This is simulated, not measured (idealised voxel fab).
The name of this process module is voxel double patterning.
The cross-section shown here is cut; it is 260 nm wide and divided into square cells measuring 5 nm on a side.
For the purposes of this document, a cross-section shall be understood as a grid of square cells, specified as bands listed in top-to-bottom order, each band consisting of one or more rows of cells.
A band entry consists of two parts. The first gives the height of the band's top and the height of its bottom, in nm. The rest lists the band's materials from left to right, each with its width in nm. A single material labelled with the word "full width" fills the band from edge to edge, and the word "blank" marks empty space.
Convention: height 0 is the level below which the wafer, as received, is all one material. The lowest band does not terminate at the bottom but continues downward, represented as "0 and below".
The expression "30 to 40" gives the width at the extremes of the band, the first number at its top row of cells and the second at its bottom row, with the width changing by equal amounts from each row to the next in between.
It should be understood that the words "nothing different", when stated for a given step, signify that the cross-section underwent no change in any of its cells during that step.
"Trapped cavities" means: voids of 8 cells or more that are shut off from the top with no open way through. Written width x height at distance, distance from the left edge, in nm.
Where a step's line continues beyond its settings, the continuation is a remark by the simulator itself on that step.
overlay nm: where the mask lay relative to plan, measured to the right, on steps with a mask; negatives go left.

-- The planned process steps are enumerated hereunder
1: RECEIVE (material Si)
2: CONFORMAL_DEP (material SiN; thk nm 5)
3: DIRECTIONAL_DEP (material SiO2; thk nm 15)
4: DIRECTIONAL_DEP (material SiCN; thk nm 10)
5: MASKED_ETCH (tone open; mask id FIRST; width nm 15; pitch nm 50; etch materials SiCN; depth nm 10; overlay nm 0)
6: DIRECTIONAL_DEP (material aC; thk nm 15)
7: PATTERN (tone open; mask id SECOND; material resist; width nm 15; pitch nm 50; thk nm 35; overlay nm 0)
8: DIRECTIONAL_ETCH (etch materials aC; depth nm 15)
9: STRIP (etch materials resist)
10: DIRECTIONAL_ETCH (etch materials SiCN; depth nm 10)
11: STRIP (etch materials aC)
12: DIRECTIONAL_ETCH (etch materials SiO2; depth nm 15)
13: STRIP (etch materials SiCN)

-- Of two wafers, the first: run according to plan

-- As-received state of the wafer in cross-section, equivalent to post-step 1
	0 and below | Si full width
	Trapped cavities: none

-- After step 2, in cross-section
	5 down to 0 | SiN full width
	Whatever lies below 0 is exactly as it was before.

-- After step 3, in cross-section
	20 down to 5 | SiO2 full width
	Whatever lies below 5 is exactly as it was before.

-- After step 4, in cross-section
	30 down to 20 | SiCN full width
	Whatever lies below 20 is exactly as it was before.

-- After step 5, in cross-section
	30 down to 20 | SiCN (70) | blank (15) | SiCN (35) | blank (15) | SiCN (35) | blank (15) | SiCN (75)
	Whatever lies below 20 is exactly as it was before.

-- After step 6, in cross-section
	45 down to 35 | aC (70) | blank (15) | aC (35) | blank (15) | aC (35) | blank (15) | aC (75)
	35 down to 30 | aC full width
	30 down to 20 | SiCN (70) | aC (15) | SiCN (35) | aC (15) | SiCN (35) | aC (15) | SiCN (75)
	Whatever lies below 20 is exactly as it was before.

-- After step 7, in cross-section
	80 down to 45 | resist (95) | blank (15) | resist (35) | blank (15) | resist (100)
	45 down to 35 | aC (70) | resist (15) | aC (35) | resist (15) | aC (35) | resist (15) | aC (75)
	Whatever lies below 35 is exactly as it was before.

-- After step 8, in cross-section
	65 down to 45 | resist (95) | blank (15) | resist (35) | blank (15) | resist (100)
	45 down to 35 | aC (70) | resist (15) | aC (10) | blank (15) | aC (10) | resist (15) | aC (10) | blank (15) | aC (10) | resist (15) | aC (75)
	35 down to 30 | aC (95) | blank (15) | aC (35) | blank (15) | aC (100)
	Whatever lies below 30 is exactly as it was before.

-- After step 9, in cross-section
	45 down to 35 | aC (70) | blank (15) | aC (10) | blank (15) | aC (10) | blank (15) | aC (10) | blank (15) | aC (10) | blank (15) | aC (75)
	Whatever lies below 35 is exactly as it was before.

-- After step 10, in cross-section
	45 down to 35 | aC (70) | blank (15) | aC (10) | blank (15) | aC (10) | blank (15) | aC (10) | blank (15) | aC (10) | blank (15) | aC (75)
	35 down to 30 | aC (95) | blank (15) | aC (35) | blank (15) | aC (100)
	30 down to 20 | SiCN (70) | aC (15) | SiCN (10) | blank (15) | SiCN (10) | aC (15) | SiCN (10) | blank (15) | SiCN (10) | aC (15) | SiCN (75)
	Whatever lies below 20 is exactly as it was before.

-- After step 11, in cross-section
	30 down to 20 | SiCN (70) | blank (15) | SiCN (10) | blank (15) | SiCN (10) | blank (15) | SiCN (10) | blank (15) | SiCN (10) | blank (15) | SiCN (75)
	Whatever lies below 20 is exactly as it was before.

-- After step 12, in cross-section
	30 down to 20 | SiCN (70) | blank (15) | SiCN (10) | blank (15) | SiCN (10) | blank (15) | SiCN (10) | blank (15) | SiCN (10) | blank (15) | SiCN (75)
	20 down to 5 | SiO2 (70) | blank (15) | SiO2 (10) | blank (15) | SiO2 (10) | blank (15) | SiO2 (10) | blank (15) | SiO2 (10) | blank (15) | SiO2 (75)
	Whatever lies below 5 is exactly as it was before.

-- After step 13, in cross-section
	20 down to 5 | SiO2 (70) | blank (15) | SiO2 (10) | blank (15) | SiO2 (10) | blank (15) | SiO2 (10) | blank (15) | SiO2 (10) | blank (15) | SiO2 (75)
	Whatever lies below 5 is exactly as it was before.

-- second wafer: like start, like plan, one mistake. Through step 2 it matches the first wafer

-- Second wafer, section view, time point: scheduled end of step 3
	20 down to 0 | SiN full width
	Whatever lies below 0 is exactly as it was before.

-- Second wafer, section view, time point: scheduled end of step 4
	30 down to 20 | SiCN full width
	Whatever lies below 20 is exactly as it was before.

-- Second wafer, section view, time point: scheduled end of step 5
	30 down to 20 | SiCN (70) | blank (15) | SiCN (35) | blank (15) | SiCN (35) | blank (15) | SiCN (75)
	Whatever lies below 20 is exactly as it was before.

-- Second wafer, section view, time point: scheduled end of step 6
	45 down to 35 | aC (70) | blank (15) | aC (35) | blank (15) | aC (35) | blank (15) | aC (75)
	35 down to 30 | aC full width
	30 down to 20 | SiCN (70) | aC (15) | SiCN (35) | aC (15) | SiCN (35) | aC (15) | SiCN (75)
	Whatever lies below 20 is exactly as it was before.

-- Second wafer, section view, time point: scheduled end of step 7
	80 down to 45 | resist (95) | blank (15) | resist (35) | blank (15) | resist (100)
	45 down to 35 | aC (70) | resist (15) | aC (35) | resist (15) | aC (35) | resist (15) | aC (75)
	Whatever lies below 35 is exactly as it was before.

-- Second wafer, section view, time point: scheduled end of step 8
	65 down to 45 | resist (95) | blank (15) | resist (35) | blank (15) | resist (100)
	45 down to 35 | aC (70) | resist (15) | aC (10) | blank (15) | aC (10) | resist (15) | aC (10) | blank (15) | aC (10) | resist (15) | aC (75)
	35 down to 30 | aC (95) | blank (15) | aC (35) | blank (15) | aC (100)
	Whatever lies below 30 is exactly as it was before.

-- Second wafer, section view, time point: scheduled end of step 9
	45 down to 35 | aC (70) | blank (15) | aC (10) | blank (15) | aC (10) | blank (15) | aC (10) | blank (15) | aC (10) | blank (15) | aC (75)
	Whatever lies below 35 is exactly as it was before.

-- Second wafer, section view, time point: scheduled end of step 10
	45 down to 35 | aC (70) | blank (15) | aC (10) | blank (15) | aC (10) | blank (15) | aC (10) | blank (15) | aC (10) | blank (15) | aC (75)
	35 down to 30 | aC (95) | blank (15) | aC (35) | blank (15) | aC (100)
	30 down to 20 | SiCN (70) | aC (15) | SiCN (10) | blank (15) | SiCN (10) | aC (15) | SiCN (10) | blank (15) | SiCN (10) | aC (15) | SiCN (75)
	Whatever lies below 20 is exactly as it was before.

-- Second wafer, section view, time point: scheduled end of step 11
	30 down to 20 | SiCN (70) | blank (15) | SiCN (10) | blank (15) | SiCN (10) | blank (15) | SiCN (10) | blank (15) | SiCN (10) | blank (15) | SiCN (75)
	Whatever lies below 20 is exactly as it was before.

Second wafer, section view, time point: scheduled end of step 12: nothing different

-- Second wafer, section view, time point: scheduled end of step 13
	20 down to 0 | SiN full width
	Whatever lies below 0 is exactly as it was before.
Which mistake was made when the wafer was run? planned and actual differ for step 3; actual: DIRECTIONAL_DEP (material SiN; thk nm 15)
Once processing is complete, comparing cell counts shows that the second wafer has more or fewer of certain materials than the first: SiN: 156 more; SiO2: 111 fewer
